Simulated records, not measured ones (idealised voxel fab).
The name of this process module is voxel lift off.
Square cells of 5 nm make up the cross-section cut, whose width is 200 nm.
Cross-section layout: square cells on a grid; listed as bands, top to bottom; a band spans one or more cell rows.
A band entry consists of two parts. The first gives the height of the band's top and the height of its bottom, in nm. The rest lists the band's materials from left to right, each with its width in nm. A single material labelled with the word "everywhere" fills the band from edge to edge, and the word "air" marks empty space.
Heights from 0 (as-received wafer is one material below). Bottom band endless downward, as "0 -> down".
So if you see something like "30->40" for the width, read it as the top row of the band sitting at the first number and the bottom row at the second, with every row in between moving by the same amount as the last.
"nothing changed" -> step changed no cross-section cell.
Each empty space that has no open way to the top and spans at least 8 cells appears under "Closed empty spaces" as width x height at distance, the distance counted from the left edge, all in nm.
On each step's line, the part that comes after the settings is the simulator's own comment on the step.
overlay nm: right-of-plan distance of the mask on a masked step; negative values mean left-of-plan.
These are the steps we planned for the process
- 1: RECEIVE: material Si
- 2: CONFORMAL_DEP: material SiN, thk nm 10
- 3: PATTERN: tone open, mask id LINES, material resist, width nm 15, pitch nm 40, thk nm 30, overlay nm 0
- 4: DIRECTIONAL_DEP: material Ru, thk nm 15
- 5: STRIP: etch materials resist
- 6: CONFORMAL_DEP: material SiO2, thk nm 10
Cross-section of the wafer as it came to us, i.e., already through step 1
  0 -> down | Si everywhere
  Closed empty spaces: none
The first of the two wafers as seen in cross-section once the module was finished; processing followed the plan
  35 -> 25 | 60 air, then 35 SiO2, then 5 air, then 35 SiO2, then 65 air
  25 -> 20 | 60 air, then 10 SiO2, then 15 Ru, then 10 SiO2, then 5 air, then 10 SiO2, then 15 Ru, then 10 SiO2, then 65 air
  20 -> 10 | 70 SiO2, then 15 Ru, then 25 SiO2, then 15 Ru, then 75 SiO2
  10 -> 0 | SiN everywhere
  0 -> down | Si everywhere
  Closed empty spaces: none
Wafer two (of two), end-of-module cross-section: start = wafer one, plan = wafer one, one run mistake
  35 -> 25 | 55 air, then 85 SiO2, then 60 air
  25 -> 20 | 55 air, then 10 SiO2, then 25 Ru, then 15 SiO2, then 25 Ru, then 10 SiO2, then 60 air
  20 -> 10 | 65 SiO2, then 25 Ru, then 15 SiO2, then 25 Ru, then 70 SiO2
  10 -> 0 | SiN everywhere
  0 -> down | Si everywhere
  Closed empty spaces: none
In executing the process, a mistake was made relative to the plan: step 3 ran differently from the plan; actual operation with settings: PATTERN: tone open, mask id LINES, material resist, width nm 25, pitch nm 40, thk nm 30, overlay nm 0
Final comparison by cell count, materials where the second wafer has more or fewer than the first: 12 more of Ru; 3 fewer of SiO2
